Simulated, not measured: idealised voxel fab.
Process module under the name voxel ribs on slabs
Cross-sectional view cut (width: 190 nm; square cell size: 5 nm).
Cross-section format: a grid of square cells, given as bands from top to bottom; each band is one or more rows of cells.
The entry gives the band's vertical extent as a top height and a bottom height in nm, then its horizontal make-up as materials from left to right, each with a width in nm. "air" stands for empty space; a single material marked "throughout" fills the band edge to edge.
For the purposes of this specification, 0 denotes the height below which the wafer in its as-received condition is composed wholly of one material, and the lowermost band, lacking a lower limit, extends downward without end, as expressed in "0 -> down".
It should be noted that a width expressed as "30..40" varies in equal increments from row to row of cells within the band, taking the value of the first number at the top row and that of the second number at the bottom row.
It should be understood that the words "nothing different", when stated for a given step, signify that the cross-section underwent no change in any of its cells during that step.
Enclosed voids (no open way to top), threshold 8 cells or more, entry "Fully closed voids", notation width x height at distance, distance from left edge, nm.
Whatever follows a step's settings on its line is a remark the simulator itself makes about that step.
The optional step-line setting "overlay nm" applies to steps with a mask and quantifies how far to the right of its planned location the mask lay, a negative value indicating leftward placement.
[The planned process steps are enumerated hereunder]
1 RECEIVE,material Si
2 DIRECTIONAL_DEP,material SiO2,thk nm 25
3 DIRECTIONAL_DEP,material SiN,thk nm 15
4 PATTERN,tone cover,mask id RIB,material resist,width nm 25,thk nm 20,overlay nm 0
5 DIRECTIONAL_ETCH,etch materials SiN,depth nm 10
6 STRIP,etch materials resist
7 MASKED_ETCH,tone cover,mask id SLAB,width nm 75,etch materials SiN,depth nm 5,overlay nm 0
8 FILL_DEP,material SiO2,thk nm 15
9 CMP,height nm 50
10 DIRECTIONAL_DEP,material W,thk nm 5
11 PATTERN,tone cover,mask id HEATER,material resist,width nm 35,thk nm 20,overlay nm 0
12 DIRECTIONAL_ETCH,etch materials W,depth nm 5
13 STRIP,etch materials resist
14 CONFORMAL_DEP,material SiN,thk nm 10
[Step 1 complete: cross-section of the wafer as received]
* 0 -> down = Si throughout
* Fully closed voids: none
[Wafer cross-section at module end: first of two, run to plan]
* 65 -> 60 = 65 nm air  55 nm SiN  70 nm air
* 60 -> 55 = SiN throughout
* 55 -> 50 = 75 nm SiN  35 nm W  80 nm SiN
* 50 -> 40 = SiO2 throughout
* 40 -> 30 = 80 nm SiO2  25 nm SiN  85 nm SiO2
* 30 -> 25 = 55 nm SiO2  75 nm SiN  60 nm SiO2
* 25 -> 0 = SiO2 throughout
* 0 -> down = Si throughout
* Fully closed voids: none
[So this is wafer number two of the two, cut at the end of the module - it started where the first did and had the same plan, we just got one thing wrong running it]
* 65 -> 60 = 70 nm air  45 nm SiN  75 nm air
* 60 -> 55 = SiN throughout
* 55 -> 50 = 80 nm SiN  25 nm W  85 nm SiN
* 50 -> 40 = SiO2 throughout
* 40 -> 30 = 80 nm SiO2  25 nm SiN  85 nm SiO2
* 30 -> 25 = 55 nm SiO2  75 nm SiN  60 nm SiO2
* 25 -> 0 = SiO2 throughout
* 0 -> down = Si throughout
* Fully closed voids: none
What was done differently from what was planned? rather than as planned, step 11 actually ran as PATTERN,tone cover,mask id HEATER,material resist,width nm 25,thk nm 20,overlay nm 0
Looking at both finished wafers in cells, the second ends up ahead of or behind the first on some materials: -2 W
